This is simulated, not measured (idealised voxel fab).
Process module heading - voxel lift off
For reference, the cross-section in this document is cut, with width 145 nm and square cells of 5 nm.
Heads up, the way a cross-section reads in here is a grid of square cells, handed over as bands from the top down, with every band being one or more rows of cells. The band entry comprises the height of the band's top followed by the height of its bottom, expressed in nm, and subsequently the band's materials from left to right, each stated together with its width in nm. Where a single material is marked with the word "all across", that material fills the band from edge to edge. The word "blank" represents empty space. Ref level 0: as-received wafer is one material below here. Bottom band extends down with no lower bound ("from 0 down"). A width given as "30 to 40" starts at the first number in the band's top row and ends at the second number in its bottom row, shifting by an equal amount at every step from row to row. A step reported as "stayed the same" is a step in which no cell of the cross-section changed. Each empty space that has no open way to the top and spans at least 8 cells appears under "Fully closed voids" as width x height at distance, the distance counted from the left edge, all in nm. If you see something after the settings on a step's line, that's the simulator's own remark about that step. For masked steps, "overlay nm" on the step line gives how far right of plan the mask actually lay; a minus sign means it lay to the left.
Steps planned for the process:
1 RECEIVE, material Si
2 CONFORMAL_DEP, material SiO2, thk nm 15
3 PATTERN, tone open, mask id LINES, material resist, width nm 20, pitch nm 50, thk nm 20, overlay nm 0
4 DIRECTIONAL_DEP, material Ru, thk nm 10
5 STRIP, etch materials resist
6 CONFORMAL_DEP, material SiN, thk nm 10
This is the cross-section of the wafer as we received it, i.e. after step 1:
  from 0 down | Si all across
  Fully closed voids: none
First wafer of two, sectioned at end of module; run went per plan:
  from 35 to 25 | blank: 25, then SiN: 40, then blank: 10, then SiN: 40, then blank: 30
  from 25 to 15 | SiN: 35, then Ru: 20, then SiN: 30, then Ru: 20, then SiN: 40
  from 15 to 0 | SiO2 all across
  from 0 down | Si all across
  Fully closed voids: none
This cross-section belongs to the second wafer of two at the end of the module; the start and the plan were shared with the first, and the run included one mistake:
  from 35 to 25 | blank: 20, then SiN: 100, then blank: 25
  from 25 to 15 | SiN: 30, then Ru: 30, then SiN: 20, then Ru: 30, then SiN: 35
  from 15 to 0 | SiO2 all across
  from 0 down | Si all across
  Fully closed voids: none
Heads up, the wafer didn't run the way we planned it: for step 3, the planned setting was not used; the step was instead run as PATTERN, tone open, mask id LINES, material resist, width nm 30, pitch nm 50, thk nm 20, overlay nm 0
Materials where the second wafer ends with more or fewer cells than the first: Ru +8
